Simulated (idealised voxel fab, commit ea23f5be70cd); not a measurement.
This section sets out a process module, namely voxel self aligned vias.
275 nm wide, 5 nm square cells: that's cross-section cut.
Notation: cross-section as square-cell grid; stated in bands, top first, going down; one or more cell rows per band. Band: top height; bottom height; in nm. Then, left to right: material with width in nm, for each material. "edge to edge": a single material spanning edge to edge. "blank": empty space. Below 0: as-received wafer, all one material; heights counted from there. Lowest band: no bottom, goes on down, written "z 0 and below". Width: "30->40" (first number = top row, second number = bottom row, same change from row to row of cells). When a step is marked "nothing different", none of the cells in the cross-section changed during that step. Reported under the label "Closed internal cavities" are the empty spaces having no open way to the top and comprising 8 cells or more; the notation for each is width x height at distance, in which the distance is measured from the left edge and all three values are in nm. Whatever follows a step's settings on its line is a remark the simulator itself makes about that step. For masked steps, "overlay nm" on the step line gives how far right of plan the mask actually lay; a minus sign means it lay to the left.
These are the steps we planned for the process:
1: RECEIVE,material Si
2: CONFORMAL_DEP,material SiO2,thk nm 15
3: CONFORMAL_DEP,material SiCN,thk nm 5
4: DIRECTIONAL_DEP,material lowk,thk nm 30
5: DIRECTIONAL_DEP,material aC,thk nm 15
6: PATTERN,tone open,mask id LINES,material resist,width nm 20,pitch nm 60,thk nm 35,overlay nm 0
7: DIRECTIONAL_ETCH,etch materials aC,depth nm 15
8: STRIP,etch materials resist
9: DIRECTIONAL_ETCH,etch materials lowk,depth nm 30
10: STRIP,etch materials aC
11: CONFORMAL_DEP,material TiN,thk nm 5
12: FILL_DEP,material W,thk nm 10
13: CMP,height nm 50
14: SELECTIVE_ETCH,etch materials W Ru TiN,depth nm 5
15: FILL_DEP,material SiN,thk nm 5
16: CMP,height nm 50
17: DIRECTIONAL_DEP,material lowk,thk nm 20
18: MASKED_ETCH,tone open,mask id VIAS,width nm 20,pitch nm 60,etch materials lowk,depth nm 20,overlay nm 0
19: MASKED_ETCH,tone open,mask id VIAS,width nm 30,pitch nm 60,etch materials SiN,depth nm 5,overlay nm 0
20: CONFORMAL_DEP,material TiN,thk nm 5
21: FILL_DEP,material Cu,thk nm 10
22: CMP,height nm 70
23: CONFORMAL_DEP,material SiN,thk nm 5
What sets these wafers apart? The width nm at step 18. They all start alike, and the plan carries the first wafer's value.
The as-received cross-section of the first of several wafers corresponds to the state after step 1:
- z 0 and below: Si edge to edge
- Closed internal cavities: none
Cross-section, first of several wafers, end of module, after last step 23:
- z 75 to 70: SiN edge to edge
- z 70 to 50: lowk=65 | TiN=5 | Cu=10 | TiN=5 | lowk=40 | TiN=5 | Cu=10 | TiN=5 | lowk=40 | TiN=5 | Cu=10 | TiN=5 | lowk=70
- z 50 to 45: lowk=65 | TiN=20 | lowk=40 | TiN=20 | lowk=40 | TiN=20 | lowk=70
- z 45 to 25: lowk=65 | TiN=5 | W=10 | TiN=5 | lowk=40 | TiN=5 | W=10 | TiN=5 | lowk=40 | TiN=5 | W=10 | TiN=5 | lowk=70
- z 25 to 20: lowk=65 | TiN=20 | lowk=40 | TiN=20 | lowk=40 | TiN=20 | lowk=70
- z 20 to 15: SiCN edge to edge
- z 15 to 0: SiO2 edge to edge
- z 0 and below: Si edge to edge
- Closed internal cavities: none
End of module, last wafer sectioned:
- z 75 to 70: SiN edge to edge
- z 70 to 55: lowk=55 | TiN=5 | Cu=35 | TiN=5 | lowk=15 | TiN=5 | Cu=35 | TiN=5 | lowk=15 | TiN=5 | Cu=35 | TiN=5 | lowk=55
- z 55 to 50: lowk=55 | TiN=15 | Cu=10 | TiN=20 | lowk=15 | TiN=15 | Cu=10 | TiN=20 | lowk=15 | TiN=15 | Cu=10 | TiN=20 | lowk=55
- z 50 to 45: lowk=65 | TiN=20 | lowk=40 | TiN=20 | lowk=40 | TiN=20 | lowk=70
- z 45 to 25: lowk=65 | TiN=5 | W=10 | TiN=5 | lowk=40 | TiN=5 | W=10 | TiN=5 | lowk=40 | TiN=5 | W=10 | TiN=5 | lowk=70
- z 25 to 20: lowk=65 | TiN=20 | lowk=40 | TiN=20 | lowk=40 | TiN=20 | lowk=70
- z 20 to 15: SiCN edge to edge
- z 15 to 0: SiO2 edge to edge
- z 0 and below: Si edge to edge
- Closed internal cavities: none
The following table contains a row per wafer, in which are reported, at the conclusion of the module, the cells of each material gained (+) or lost (-) since the wafer's receipt, with its closed voids given thereafter:
width nm 20, +24 Cu, +55 SiCN, +55 SiN, +165 SiO2, +72 TiN, +24 W, +430 lowk, Closed internal cavities: none
width nm 25, +33 Cu, +55 SiCN, +55 SiN, +165 SiO2, +75 TiN, +24 W, +418 lowk, Closed internal cavities: none
width nm 30, +42 Cu, +55 SiCN, +55 SiN, +165 SiO2, +78 TiN, +24 W, +406 lowk, Closed internal cavities: none
width nm 35, +51 Cu, +55 SiCN, +55 SiN, +165 SiO2, +81 TiN, +24 W, +394 lowk, Closed internal cavities: none
width nm 40, +60 Cu, +55 SiCN, +55 SiN, +165 SiO2, +84 TiN, +24 W, +382 lowk, Closed internal cavities: none
width nm 45, +69 Cu, +55 SiCN, +55 SiN, +165 SiO2, +87 TiN, +24 W, +370 lowk, Closed internal cavities: none
